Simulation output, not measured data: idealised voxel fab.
A process module follows: voxel gate over fins.
Displayed cross-section: cut, width of 250 nm, square cells sized 5 nm.
Cross-section format: a grid of square cells, given as bands from top to bottom; each band is one or more rows of cells. For a band, the entry starts with two heights in nm, that of the top and then that of the bottom, and carries on with the band's materials in order from left to right, each alongside its width in nm; the word "all across" beside a single material means it fills the band edge to edge, and "empty" means empty space. Height 0 is the level under which the wafer as received is all one material. The lowest band goes on downwards, as in "0 nm and below". With a width like "30->40", each row of cells in the band differs from the next by the same amount, the top row carrying the first number and the bottom row the second. The designation "nothing different", where it is given for a processing step, indicates that no cell of the cross-section was altered in the course of that step. Empty spaces counting at least 8 cells and having no open way to the top are listed in "Voids, fully enclosed". The notation width x height at distance is used for each, the distance being from the left edge and all three values in nm. Where a step's line continues beyond its settings, the continuation is a remark by the simulator itself on that step. overlay nm: how far to the right of its planned place the mask lay on this masked step (negative: to the left).

Listed below are the process steps as planned:
1) RECEIVE [material Si]
2) CONFORMAL_DEP [material SiN] [thk nm 5]
3) MASKED_ETCH [tone cover] [mask id FINS] [width nm 15] [pitch nm 55] [etch materials SiN] [depth nm 5] [overlay nm 0]
4) MASKED_ETCH [tone cover] [mask id FINS] [width nm 15] [pitch nm 55] [etch materials Si] [depth nm 40] [overlay nm 0]
5) OXIDIZE [depth nm 5]
6) FILL_DEP [material SiO2] [thk nm 15]
7) CMP [height nm 5]
8) MASKED_ETCH [tone open] [mask id RAIL] [width nm 15] [etch materials SiO2] [depth nm 40] [overlay nm 0]
9) CONFORMAL_DEP [material TiN] [thk nm 5]
10) FILL_DEP [material W] [thk nm 10]
11) CMP [height nm 5]
12) SELECTIVE_ETCH [etch materials W Ru TiN] [depth nm 30]
13) FILL_DEP [material SiO2] [thk nm 5]
14) CMP [height nm 5]
15) SELECTIVE_ETCH [etch materials SiO2] [depth nm 20]
16) STRIP [etch materials SiN]
17) CONFORMAL_DEP [material HfO2] [thk nm 5]
18) CONFORMAL_DEP [material TiN] [thk nm 5]
19) FILL_DEP [material W] [thk nm 10]
20) CMP [height nm 15]
21) CONFORMAL_DEP [material SiN] [thk nm 5]

Cross-sectional view of the wafer in its as-received condition, corresponding to the state after step 1:
	0 nm and below = Si all across
	Voids, fully enclosed: none

Cross-section at module end, one run error; start and plan unchanged from above:
	20 nm to 15 nm = SiN all across
	15 nm to 10 nm = W all across
	10 nm to 5 nm = W=30, TiN=25, W=30, TiN=25, W=30, TiN=25, W=30, TiN=25, W=30
	5 nm to 0 nm = W=30, TiN=5, HfO2=15, TiN=5, W=30, TiN=5, HfO2=15, TiN=5, W=30, TiN=5, HfO2=15, TiN=5, W=30, TiN=5, HfO2=15, TiN=5, W=30
	0 nm to -5 nm = W=30, TiN=5, HfO2=5, Si=5, HfO2=5, TiN=5, W=30, TiN=5, HfO2=5, Si=5, HfO2=5, TiN=5, W=30, TiN=5, HfO2=5, Si=5, HfO2=5, TiN=5, W=30, TiN=5, HfO2=5, Si=5, HfO2=5, TiN=5, W=30
	-5 nm to -10 nm = TiN=35, HfO2=5, Si=5, HfO2=5, TiN=40, HfO2=5, Si=5, HfO2=5, TiN=40, HfO2=5, Si=5, HfO2=5, TiN=40, HfO2=5, Si=5, HfO2=5, TiN=35
	-10 nm to -15 nm = HfO2=40, Si=5, HfO2=50, Si=5, HfO2=50, Si=5, HfO2=50, Si=5, HfO2=40
	-15 nm to -25 nm = SiO2=40, Si=5, SiO2=50, Si=5, SiO2=50, Si=5, SiO2=50, Si=5, SiO2=40
	-25 nm to -30 nm = SiO2=40, Si=5, SiO2=10, TiN=5, W=15, TiN=5, SiO2=15, Si=5, SiO2=50, Si=5, SiO2=50, Si=5, SiO2=40
	-30 nm to -35 nm = SiO2=40, Si=5, SiO2=10, TiN=25, SiO2=15, Si=5, SiO2=50, Si=5, SiO2=50, Si=5, SiO2=40
	-35 nm to -45 nm = SiO2=40, Si=5, SiO2=50, Si=5, SiO2=50, Si=5, SiO2=50, Si=5, SiO2=40
	-45 nm and below = Si all across
	Voids, fully enclosed: none
What was the processing mistake? step 8 deviated from plan and actually ran as MASKED_ETCH [tone open] [mask id RAIL] [width nm 25] [etch materials SiO2] [depth nm 40] [overlay nm 0]
